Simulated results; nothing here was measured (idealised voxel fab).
process module | voxel air gaps
cross-section cut | 300 nm wide | cells 5 nm
A cross-section is a grid of square cells, given in bands from the top down. A band is one or more rows of cells.
Each band's line starts with the height of the band's top and of its bottom, in nm. Then come its materials from left to right, each with its width in nm. One material with "throughout" fills the band from edge to edge. "air" is empty space.
Height 0 is the level under which the wafer as received is all one material. The lowest band goes on downwards, as in "0 down".
A width such as "30 to 40" changes by the same amount from each row of cells to the next, from the band's top row to its bottom row.
"no change" after a step means that no cell of the cross-section changed.
closed voids: empty space of 8 cells or more with no open way to the top, each as width x height at its distance from the left edge, in nm
after a step's settings: what the simulator itself notes on the step
overlay nm, on a step with a mask: how far to the right of its planned place the mask lay; to the left if negative
plan
1 op RECEIVE | material Si
2 op CONFORMAL_DEP | material SiO2 | thk nm 10
3 op CONFORMAL_DEP | material SiN | thk nm 5
4 op DIRECTIONAL_DEP | material SiO2 | thk nm 40
5 op MASKED_ETCH | tone open | mask id LINES | width nm 20 | pitch nm 45 | etch materials SiO2 | depth nm 40 | overlay nm 0
6 op CONFORMAL_DEP | material TiN | thk nm 5
7 op FILL_DEP | material W | thk nm 10
8 op CMP | height nm 55
9 op EPI | material Ru | thk nm 10
10 op SELECTIVE_ETCH | etch materials SiO2 | depth nm 50
11 op CONFORMAL_DEP | material SiN | thk nm 5
as received, after step 1
  0 down: Si throughout
  closed voids: none
first wafer at the end, as planned
  70 to 65: air 55 | SiN 185 | air 60
  65 to 55: air 55 | SiN 5 | Ru 40 | SiN 5 | Ru 40 | SiN 5 | Ru 40 | SiN 5 | Ru 40 | SiN 5 | air 60
  55 to 50: air 55 | SiN 15 | TiN 5 | W 10 | TiN 5 | SiN 25 | TiN 5 | W 10 | TiN 5 | SiN 25 | TiN 5 | W 10 | TiN 5 | SiN 25 | TiN 5 | W 10 | TiN 5 | SiN 15 | air 60
  50 to 20: air 65 | SiN 5 | TiN 5 | W 10 | TiN 5 | SiN 5 | air 15 | SiN 5 | TiN 5 | W 10 | TiN 5 | SiN 5 | air 15 | SiN 5 | TiN 5 | W 10 | TiN 5 | SiN 5 | air 15 | SiN 5 | TiN 5 | W 10 | TiN 5 | SiN 5 | air 70
  20 to 15: SiN 70 | TiN 20 | SiN 25 | TiN 20 | SiN 25 | TiN 20 | SiN 25 | TiN 20 | SiN 75
  15 to 10: SiN throughout
  10 to 0: SiO2 throughout
  0 down: Si throughout
  closed voids: 15 x 30 at 95; 15 x 30 at 140; 15 x 30 at 185
second wafer at the end: like start, like plan, one mistake
  80 to 75: air 45 | SiN 205 | air 50
  75 to 55: air 45 | SiN 5 | Ru 195 | SiN 5 | air 50
  55 to 50: air 45 | SiN 25 | TiN 5 | W 10 | TiN 5 | SiO2 25 | TiN 5 | W 10 | TiN 5 | SiO2 25 | TiN 5 | W 10 | TiN 5 | SiO2 25 | TiN 5 | W 10 | TiN 5 | SiN 25 | air 50
  50 to 20: air 65 | SiN 5 | TiN 5 | W 10 | TiN 5 | SiO2 25 | TiN 5 | W 10 | TiN 5 | SiO2 25 | TiN 5 | W 10 | TiN 5 | SiO2 25 | TiN 5 | W 10 | TiN 5 | SiN 5 | air 70
  20 to 15: SiN 70 | TiN 20 | SiO2 25 | TiN 20 | SiO2 25 | TiN 20 | SiO2 25 | TiN 20 | SiN 75
  15 to 10: SiN throughout
  10 to 0: SiO2 throughout
  0 down: Si throughout
  closed voids: none
what went wrong: step 9 was run twice
at the end the second wafer has, in cells: 92 more of Ru | 60 fewer of SiN | 120 more of SiO2
closed voids at the end (first wafer, second wafer): 3, 0
